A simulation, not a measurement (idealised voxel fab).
Process module, titled voxel double patterning
The width of the displayed cross-section, cut, is 235 nm; its cells are square, with a size of 5 nm.
A cross-section is a grid of square cells, given in bands from the top down. A band is one or more rows of cells. Band: top and bottom heights (nm) first, top before bottom; then materials from left to right, widths in nm. "throughout" marks a sole material filling the band edge to edge. "blank" denotes empty space. Height 0 is the level under which the wafer as received is all one material. The lowest band goes on downwards, as in "from 0 down". Quick explanation for "30->40": the width changes in equal steps down the rows of cells, from the first number in the band's top row to the second number in its bottom row. Given "identical to before" for a step, no cell of the cross-section differs between before and after that step. Look at "Voids, sealed" for the closed voids: empty spaces with no open path to the top, sized 8 cells or up. Each is width x height at distance, distance from the left edge, all nm. Note: text after step settings on the step line = simulator remark on that step. overlay nm: how far to the right of its planned place the mask lay on this masked step (negative: to the left).

[List of planned process steps]
1) RECEIVE,material Si
2) CONFORMAL_DEP,material SiO2,thk nm 5
3) DIRECTIONAL_DEP,material W,thk nm 15
4) DIRECTIONAL_DEP,material SiCN,thk nm 10
5) PATTERN,tone open,mask id FIRST,material resist,width nm 15,pitch nm 50,thk nm 20,overlay nm 0
6) DIRECTIONAL_ETCH,etch materials SiCN,depth nm 10
7) STRIP,etch materials resist
8) MASKED_ETCH,tone open,mask id SECOND,width nm 15,pitch nm 50,etch materials SiCN,depth nm 10,overlay nm 0
9) DIRECTIONAL_ETCH,etch materials W,depth nm 15
10) STRIP,etch materials SiCN

[So, the first of our two wafers, run just as we planned it]

[So this is the incoming wafer in cross-section - it's already been through step 1]
> from 0 down | Si throughout
> Voids, sealed: none

[Step 2 complete: cross-section through the wafer]
> from 5 to 0 | SiO2 throughout
> below 0: unchanged

[Step 3 complete: cross-section through the wafer]
> from 20 to 5 | W throughout
> below 5: unchanged

[Step 4 complete: cross-section through the wafer]
> from 30 to 20 | SiCN throughout
> below 20: unchanged

[Step 5 complete: cross-section through the wafer]
> from 50 to 30 | resist: 60; blank: 15; resist: 35; blank: 15; resist: 35; blank: 15; resist: 60
> below 30: unchanged

[Step 6 complete: cross-section through the wafer]
> from 50 to 30 | resist: 60; blank: 15; resist: 35; blank: 15; resist: 35; blank: 15; resist: 60
> from 30 to 20 | SiCN: 60; blank: 15; SiCN: 35; blank: 15; SiCN: 35; blank: 15; SiCN: 60
> below 20: unchanged

[Step 7 complete: cross-section through the wafer]
> from 30 to 20 | SiCN: 60; blank: 15; SiCN: 35; blank: 15; SiCN: 35; blank: 15; SiCN: 60
> below 20: unchanged

[Step 8 complete: cross-section through the wafer]
> from 30 to 20 | SiCN: 60; blank: 15; SiCN: 10; blank: 15; SiCN: 10; blank: 15; SiCN: 10; blank: 15; SiCN: 10; blank: 15; SiCN: 60
> below 20: unchanged

[Step 9 complete: cross-section through the wafer]
> from 30 to 20 | SiCN: 60; blank: 15; SiCN: 10; blank: 15; SiCN: 10; blank: 15; SiCN: 10; blank: 15; SiCN: 10; blank: 15; SiCN: 60
> from 20 to 5 | W: 60; blank: 15; W: 10; blank: 15; W: 10; blank: 15; W: 10; blank: 15; W: 10; blank: 15; W: 60
> below 5: unchanged

[Step 10 complete: cross-section through the wafer]
> from 20 to 5 | W: 60; blank: 15; W: 10; blank: 15; W: 10; blank: 15; W: 10; blank: 15; W: 10; blank: 15; W: 60
> below 5: unchanged

[Wafer two: like wafer one in start and plan, but with one mistake in execution; identical up to and including step 9]

Cross-sectional representation of the second wafer at the time designated in the plan for the completion of step 10: identical to before
What broke from the plan during processing? step 10 of the plan: omitted, not performed
Final wafer comparison in cells, second versus first, more or fewer per material: SiCN: 64 more
